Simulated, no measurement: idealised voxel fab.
You're looking at the process module voxel capacitor over wiring.
The cross-section on display is named cut; it measures 245 nm wide, and its cells are 5 nm squares.
The cross-sections in this document take the form of a grid made of square cells. They are written out as bands, in order from top to bottom. Each band consists of one or more rows of cells.
Per band: top height and bottom height in nm, followed by the left-to-right materials and their widths in nm; "full width" marks a single material spanning edge to edge, "blank" marks empty space.
A quick word on heights: they are counted from 0, and under that level the wafer as it came to us is one material throughout. The lowest band is different from the rest in having no bottom; it simply continues downward, written as in "0..down".
The expression "30 to 40" gives the width at the extremes of the band, the first number at its top row of cells and the second at its bottom row, with the width changing by equal amounts from each row to the next in between.
The designation "nothing different", where it is given for a processing step, indicates that no cell of the cross-section was altered in the course of that step.
Voids not open to the top, 8 cells minimum: see "Sealed void list". Written width x height at distance; distance is from the left edge; nm.
Step line, after settings: the simulator's comment on this step.
overlay nm: how far to the right of its planned place the mask lay on this masked step (negative: to the left).
The following list gives the planned process steps:
| 1 | RECEIVE with material Si |
| 2 | CONFORMAL_DEP with material SiO2, thk nm 15 |
| 3 | DIRECTIONAL_DEP with material TiN, thk nm 5 |
| 4 | DIRECTIONAL_DEP with material Ru, thk nm 20 |
| 5 | PATTERN with tone cover, mask id METAL_1, material resist, width nm 15, pitch nm 75, thk nm 20, overlay nm 0 |
| 6 | DIRECTIONAL_ETCH with etch materials Ru, depth nm 20 |
| 7 | DIRECTIONAL_ETCH with etch materials TiN, depth nm 5 |
| 8 | STRIP with etch materials resist |
| 9 | CONFORMAL_DEP with material SiN, thk nm 5 |
| 10 | FILL_DEP with material lowk, thk nm 10 |
| 11 | CMP with height nm 40 |
| 12 | CONFORMAL_DEP with material SiCN, thk nm 5 |
| 13 | DIRECTIONAL_DEP with material SiO2, thk nm 10 |
| 14 | PATTERN with tone open, mask id PLUG_1, material resist, width nm 15, thk nm 20, overlay nm 0 |
| 15 | DIRECTIONAL_ETCH with etch materials SiO2, depth nm 10 |
| 16 | DIRECTIONAL_ETCH with etch materials SiCN, depth nm 5 |
| 17 | STRIP with etch materials resist |
| 18 | CONFORMAL_DEP with material TiN, thk nm 5 |
| 19 | FILL_DEP with material Ru, thk nm 5 |
| 20 | CMP with height nm 55 |
| 21 | DIRECTIONAL_DEP with material TiN, thk nm 5 |
| 22 | DIRECTIONAL_DEP with material HfO2, thk nm 5 |
| 23 | DIRECTIONAL_DEP with material TiN, thk nm 10 |
| 24 | DIRECTIONAL_DEP with material aC, thk nm 10 |
| 25 | PATTERN with tone cover, mask id UPPER_PLATE, material resist, width nm 55, thk nm 30, overlay nm 0 |
| 26 | DIRECTIONAL_ETCH with etch materials aC, depth nm 10 |
| 27 | STRIP with etch materials resist |
| 28 | DIRECTIONAL_ETCH with etch materials TiN, depth nm 10 |
| 29 | DIRECTIONAL_ETCH with etch materials HfO2, depth nm 5 |
| 30 | STRIP with etch materials aC |
| 31 | DIRECTIONAL_DEP with material aC, thk nm 15 |
| 32 | PATTERN with tone cover, mask id LOWER_PLATE, material resist, width nm 65, thk nm 30, overlay nm 0 |
| 33 | DIRECTIONAL_ETCH with etch materials aC, depth nm 15 |
| 34 | STRIP with etch materials resist |
| 35 | DIRECTIONAL_ETCH with etch materials TiN, depth nm 5 |
| 36 | STRIP with etch materials aC |
| 37 | FILL_DEP with material SiO2, thk nm 20 |
| 38 | CMP with height nm 90 |
| 39 | DIRECTIONAL_DEP with material aC, thk nm 10 |
| 40 | PATTERN with tone open, mask id PLUG_2, material resist, width nm 15, thk nm 30, overlay nm 0 |
| 41 | DIRECTIONAL_ETCH with etch materials aC, depth nm 10 |
| 42 | STRIP with etch materials resist |
| 43 | DIRECTIONAL_ETCH with etch materials SiO2, depth nm 15 |
| 44 | STRIP with etch materials aC |
| 45 | CONFORMAL_DEP with material TiN, thk nm 5 |
| 46 | FILL_DEP with material Cu, thk nm 10 |
| 47 | CMP with height nm 90 |
| 48 | CONFORMAL_DEP with material SiCN, thk nm 5 |
Wafers differ in width nm at step 5; plan lists the first wafer's value; identical starting state.
Cross-sectional view of the first of several wafers in the as-received condition, corresponding to the state following step 1:
0..down  Si full width
Sealed void list: none
Here is how to read the rows: every wafer has a row, and it shows the wafer at the end of the module, giving for each material how many cells were gained (+) or lost (-) since the wafer was received, then listing its closed voids:
width nm 15; +2 Cu; +11 HfO2; +26 Ru; +95 SiCN; +59 SiN; +527 SiO2; +55 TiN; +156 lowk; Sealed void list: none
width nm 20; +2 Cu; +11 HfO2; +34 Ru; +95 SiCN; +57 SiN; +527 SiO2; +57 TiN; +148 lowk; Sealed void list: none
width nm 25; +2 Cu; +11 HfO2; +42 Ru; +95 SiCN; +55 SiN; +527 SiO2; +59 TiN; +140 lowk; Sealed void list: none
width nm 30; +2 Cu; +11 HfO2; +50 Ru; +95 SiCN; +53 SiN; +527 SiO2; +61 TiN; +132 lowk; Sealed void list: none
width nm 35; +2 Cu; +11 HfO2; +58 Ru; +95 SiCN; +51 SiN; +527 SiO2; +63 TiN; +124 lowk; Sealed void list: none
width nm 40; +2 Cu; +11 HfO2; +66 Ru; +95 SiCN; +49 SiN; +527 SiO2; +65 TiN; +116 lowk; Sealed void list: none
